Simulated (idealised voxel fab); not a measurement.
A process module follows: voxel transistor to metal.
Cross-section cut: width 185 nm, square cells of 5 nm.
In this document a cross-section is written as a grid of square cells. It is given as a series of bands, listed from the top down, and a band is one or more rows of cells. Basically the band line says how high the top is and how high the bottom is, in nm, and then what's in it from left to right, every material with its width in nm. Empty space shows up as "empty", and if a single material carries "throughout" it runs the full band edge to edge. Measure heights from 0. That's the level where, below it, the as-received wafer is all one material. The lowest band is bottomless and extends downward; write it as in "from 0 down". So if you see something like "30..40" for the width, read it as the top row of the band sitting at the first number and the bottom row at the second, with every row in between moving by the same amount as the last. No cell of the cross-section changed in a step that is given as "no modification". The entry titled "Completely enclosed voids" provides the empty spaces that have no open way to the top, restricted to those of 8 cells or more. Each is presented as width x height at distance, the distance being measured from the left edge, with all three in nm. after a step's settings: what the simulator itself notes on the step. overlay nm: right-of-plan distance of the mask on a masked step; negative values mean left-of-plan.

**These are the steps we planned for the process**
step 1: RECEIVE,material Si
step 2: OXIDIZE,depth nm 5
step 3: CONFORMAL_DEP,material SiN,thk nm 15
step 4: MASKED_ETCH,tone cover,mask id ACTIVE,width nm 130,etch materials SiN,depth nm 15,overlay nm 0
step 5: MASKED_ETCH,tone cover,mask id ACTIVE,width nm 130,etch materials SiO2,depth nm 5,overlay nm 0
step 6: MASKED_ETCH,tone cover,mask id ACTIVE,width nm 130,etch materials Si,depth nm 35,overlay nm -10
step 7: FILL_DEP,material SiO2,thk nm 10
step 8: CMP,height nm 15
step 9: SELECTIVE_ETCH,etch materials SiO2,depth nm 10
step 10: STRIP,etch materials SiN
step 11: SELECTIVE_ETCH,etch materials SiO2,depth nm 5
step 12: OXIDIZE,depth nm 5
step 13: DIRECTIONAL_DEP,material polySi,thk nm 25
step 14: DIRECTIONAL_DEP,material SiCN,thk nm 10
step 15: DIRECTIONAL_DEP,material aC,thk nm 15
step 16: PATTERN,tone cover,mask id GATE,material resist,width nm 30,thk nm 30,overlay nm 0
step 17: DIRECTIONAL_ETCH,etch materials aC,depth nm 15
step 18: STRIP,etch materials resist
step 19: DIRECTIONAL_ETCH,etch materials SiCN,depth nm 20
step 20: DIRECTIONAL_ETCH,etch materials polySi,depth nm 35
step 21: STRIP,etch materials aC
step 22: CONFORMAL_DEP,material SiO2,thk nm 5
step 23: DIRECTIONAL_ETCH,etch materials SiO2,depth nm 5
step 24: CONFORMAL_DEP,material SiN,thk nm 10
step 25: DIRECTIONAL_ETCH,etch materials SiN,depth nm 10
step 26: DIRECTIONAL_ETCH,etch materials SiO2,depth nm 5
step 27: DIRECTIONAL_ETCH,etch materials Si,depth nm 5
step 28: EPI,material pSi,thk nm 5
step 29: FILL_DEP,material SiO2,thk nm 10
step 30: CMP,height nm 20
step 31: STRIP,etch materials polySi
step 32: SELECTIVE_ETCH,etch materials SiO2,depth nm 5
step 33: CONFORMAL_DEP,material HfO2,thk nm 5
step 34: CONFORMAL_DEP,material TiN,thk nm 5
step 35: FILL_DEP,material W,thk nm 5
step 36: CMP,height nm 15
step 37: DIRECTIONAL_DEP,material SiO2,thk nm 10
step 38: PATTERN,tone open,mask id CONTACT,material resist,width nm 20,pitch nm 90,thk nm 20,overlay nm 0
step 39: DIRECTIONAL_ETCH,etch materials SiO2,depth nm 35
step 40: STRIP,etch materials resist
step 41: CONFORMAL_DEP,material TiN,thk nm 5
step 42: FILL_DEP,material Ru,thk nm 5
step 43: CMP,height nm 25
step 44: DIRECTIONAL_DEP,material TiN,thk nm 5
step 45: DIRECTIONAL_DEP,material Ru,thk nm 20
step 46: MASKED_ETCH,tone cover,mask id METAL_1,width nm 20,pitch nm 90,etch materials Ru,depth nm 20,overlay nm 0
step 47: MASKED_ETCH,tone cover,mask id METAL_1,width nm 20,pitch nm 90,etch materials TiN,depth nm 5,overlay nm 0
step 48: FILL_DEP,material SiO2,thk nm 5
step 49: CMP,height nm 50
step 50: CONFORMAL_DEP,material SiN,thk nm 5
The plan's step 6 overlay nm is the first wafer's value; the wafers differ in this setting and start identical.

**First of several wafers (as received, post step 1), cross-sectional view**
  from 0 down | Si throughout
  Completely enclosed voids: none

**Cross-section of the first of several wafers, taken after step 50, where the module ends**
  from 55 to 50 | SiN throughout
  from 50 to 30 | 35 SiO2, then 20 Ru, then 70 SiO2, then 20 Ru, then 40 SiO2
  from 30 to 25 | 35 SiO2, then 20 TiN, then 70 SiO2, then 20 TiN, then 40 SiO2
  from 25 to 15 | 35 SiO2, then 5 TiN, then 10 Ru, then 5 TiN, then 70 SiO2, then 5 TiN, then 10 Ru, then 5 TiN, then 40 SiO2
  from 15 to 0 | 35 SiO2, then 5 TiN, then 10 Ru, then 5 TiN, then 5 SiO2, then 10 SiN, then 5 HfO2, then 5 TiN, then 20 W, then 5 TiN, then 5 HfO2, then 10 SiN, then 5 SiO2, then 5 TiN, then 10 Ru, then 5 TiN, then 40 SiO2
  from 0 to -5 | 25 SiO2, then 10 SiN, then 10 TiN, then 5 Ru, then 5 TiN, then 5 SiO2, then 10 SiN, then 5 HfO2, then 30 TiN, then 5 HfO2, then 10 SiN, then 5 SiO2, then 5 TiN, then 5 Ru, then 10 TiN, then 10 SiN, then 30 SiO2
  from -5 to -10 | 35 SiO2, then 5 pSi, then 15 TiN, then 5 pSi, then 10 SiO2, then 40 HfO2, then 10 SiO2, then 5 pSi, then 15 TiN, then 5 pSi, then 40 SiO2
  from -10 to -15 | 15 SiO2, then 20 Si, then 25 pSi, then 60 Si, then 25 pSi, then 10 Si, then 30 SiO2
  from -15 to -40 | 15 SiO2, then 140 Si, then 30 SiO2
  from -40 down | Si throughout
  Completely enclosed voids: none

**Last wafer of the set, cross-sectioned at end of module**
  from 55 to 50 | SiN throughout
  from 50 to 30 | 35 SiO2, then 20 Ru, then 70 SiO2, then 20 Ru, then 40 SiO2
  from 30 to 25 | 35 SiO2, then 20 TiN, then 70 SiO2, then 20 TiN, then 40 SiO2
  from 25 to 15 | 35 SiO2, then 5 TiN, then 10 Ru, then 5 TiN, then 70 SiO2, then 5 TiN, then 10 Ru, then 5 TiN, then 40 SiO2
  from 15 to 0 | 35 SiO2, then 5 TiN, then 10 Ru, then 5 TiN, then 5 SiO2, then 10 SiN, then 5 HfO2, then 5 TiN, then 20 W, then 5 TiN, then 5 HfO2, then 10 SiN, then 5 SiO2, then 5 TiN, then 10 Ru, then 5 TiN, then 40 SiO2
  from 0 to -5 | 25 SiO2, then 10 SiN, then 10 TiN, then 5 Ru, then 5 TiN, then 5 SiO2, then 10 SiN, then 5 HfO2, then 30 TiN, then 5 HfO2, then 10 SiN, then 5 SiO2, then 5 TiN, then 5 Ru, then 10 TiN, then 10 SiN, then 30 SiO2
  from -5 to -10 | 35 SiO2, then 5 pSi, then 15 TiN, then 5 pSi, then 10 SiO2, then 40 HfO2, then 10 SiO2, then 5 pSi, then 15 TiN, then 5 pSi, then 20 SiO2, then 5 pSi, then 15 SiO2
  from -10 to -15 | 25 SiO2, then 10 Si, then 25 pSi, then 60 Si, then 25 pSi, then 25 Si, then 15 SiO2
  from -15 to -40 | 25 SiO2, then 145 Si, then 15 SiO2
  from -40 down | Si throughout
  Completely enclosed voids: none

**each wafer at the end: cells of each material gained (+) or lost (-) since it was received, then its closed voids**
overlay nm -10, +16 HfO2, +54 Ru, -138 Si, +57 SiN, +340 SiO2, +52 TiN, +12 W, +14 pSi, Completely enclosed voids: none
overlay nm -5, +16 HfO2, +54 Ru, -144 Si, +57 SiN, +346 SiO2, +52 TiN, +12 W, +14 pSi, Completely enclosed voids: none
overlay nm 0, +16 HfO2, +54 Ru, -150 Si, +57 SiN, +352 SiO2, +52 TiN, +12 W, +14 pSi, Completely enclosed voids: none
overlay nm 5, +16 HfO2, +54 Ru, -144 Si, +57 SiN, +346 SiO2, +52 TiN, +12 W, +14 pSi, Completely enclosed voids: none
overlay nm 10, +16 HfO2, +54 Ru, -138 Si, +57 SiN, +340 SiO2, +52 TiN, +12 W, +14 pSi, Completely enclosed voids: none
overlay nm 15, +16 HfO2, +54 Ru, -132 Si, +57 SiN, +333 SiO2, +52 TiN, +12 W, +15 pSi, Completely enclosed voids: none
